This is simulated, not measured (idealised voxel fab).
This is a process module. Its name is voxel wiring stack.
The width of the displayed cross-section, cut, is 240 nm; its cells are square, with a size of 5 nm.
Throughout this document, each cross-section is represented as a grid of square cells and is presented as a sequence of bands enumerated from the top downward, where a band comprises one or more rows of cells. This entry defines a band. It first specifies the height of the band's top and the height of its bottom in nm, and then specifies the band's materials from left to right, stating each material with its width in nm. The word "full width" identifies a single material that fills the band from edge to edge, while the word "blank" identifies empty space. The reference from which all heights are counted is 0, the level beneath which the as-received wafer is entirely one material; the lowest band, having no lower bound, proceeds downward and is written after the example "0 -> down". Note: "30->40" means the width goes from the first number (top row of the band) to the second number (bottom row) in equal steps per row of cells. Where the words "nothing got changed" appear for a step, the cross-section shows no cell changed by that step; every cell remained as before. "Sealed void listing" contains a list of empty spaces, each no smaller than 8 cells and without an open way to the top, written in the form width x height at distance with the distance from the left edge and all three in nm. Heads up: the bit after the settings on a step's line is the simulator's remark on that step. overlay nm: on a step with a mask, how far right of its planned place the mask lay; negative means left.
Below is the list of planned process steps:
1 RECEIVE | material Si
2 CONFORMAL_DEP | material SiO2 | thk nm 10
3 CONFORMAL_DEP | material SiN | thk nm 5
4 DIRECTIONAL_DEP | material lowk | thk nm 15
5 DIRECTIONAL_DEP | material aC | thk nm 15
6 PATTERN | tone open | mask id METAL_1 | material resist | width nm 30 | pitch nm 45 | thk nm 35 | overlay nm 0
7 DIRECTIONAL_ETCH | etch materials aC | depth nm 15
8 STRIP | etch materials resist
9 DIRECTIONAL_ETCH | etch materials lowk | depth nm 15
10 DIRECTIONAL_ETCH | etch materials SiN | depth nm 5
11 STRIP | etch materials aC
12 CONFORMAL_DEP | material TiN | thk nm 5
13 FILL_DEP | material W | thk nm 10
14 CMP | height nm 30
15 EPI | material Ru | thk nm 5
16 FILL_DEP | material SiCN | thk nm 5
17 DIRECTIONAL_DEP | material SiO2 | thk nm 10
18 DIRECTIONAL_DEP | material aC | thk nm 15
19 PATTERN | tone open | mask id PLUG_1 | material resist | width nm 15 | pitch nm 45 | thk nm 30 | overlay nm 0
20 DIRECTIONAL_ETCH | etch materials aC | depth nm 15
21 STRIP | etch materials resist
22 DIRECTIONAL_ETCH | etch materials SiO2 | depth nm 10
23 DIRECTIONAL_ETCH | etch materials SiCN | depth nm 5
24 STRIP | etch materials aC
25 EPI | material Ru | thk nm 10
26 EPI | material Ru | thk nm 5
27 CONFORMAL_DEP | material SiN | thk nm 5
28 DIRECTIONAL_DEP | material lowk | thk nm 25
29 DIRECTIONAL_DEP | material aC | thk nm 10
30 PATTERN | tone open | mask id METAL_2 | material resist | width nm 30 | pitch nm 45 | thk nm 25 | overlay nm 0
31 DIRECTIONAL_ETCH | etch materials aC | depth nm 10
32 STRIP | etch materials resist
33 DIRECTIONAL_ETCH | etch materials lowk | depth nm 25
34 DIRECTIONAL_ETCH | etch materials SiN | depth nm 5
35 STRIP | etch materials aC
36 CONFORMAL_DEP | material TiN | thk nm 5
37 FILL_DEP | material W | thk nm 10
38 CMP | height nm 80
39 CONFORMAL_DEP | material SiCN | thk nm 5
Cross-section of the incoming wafer, state after step 1:
- 0 -> down = Si full width
- Sealed void listing: none
Final cross-section, module run with one mistake (start and plan as above):
- 85 -> 80 = SiCN full width
- 80 -> 55 = lowk 80 nm / TiN 5 nm / W 20 nm / TiN 5 nm / lowk 15 nm / TiN 5 nm / W 20 nm / TiN 5 nm / lowk 85 nm
- 55 -> 50 = SiN 80 nm / TiN 30 nm / SiN 15 nm / TiN 30 nm / SiN 85 nm
- 50 -> 40 = SiO2 80 nm / Ru 15 nm / SiO2 30 nm / Ru 15 nm / SiO2 100 nm
- 40 -> 30 = SiCN 80->75 nm / Ru 15->40 nm / SiCN 30->5 nm / Ru 15->40 nm / SiCN 100->80 nm
- 30 -> 20 = lowk 80 nm / TiN 5 nm / W 20 nm / TiN 5 nm / lowk 15 nm / TiN 5 nm / W 20 nm / TiN 5 nm / lowk 85 nm
- 20 -> 15 = lowk 80 nm / TiN 30 nm / lowk 15 nm / TiN 30 nm / lowk 85 nm
- 15 -> 5 = SiO2 full width
- 5 -> 0 = SiN full width
- 0 -> down = Si full width
- Sealed void listing: none
Nonconformance to the process plan: the processing plan was not followed for steps 2 and 3, which were run with their positions exchanged
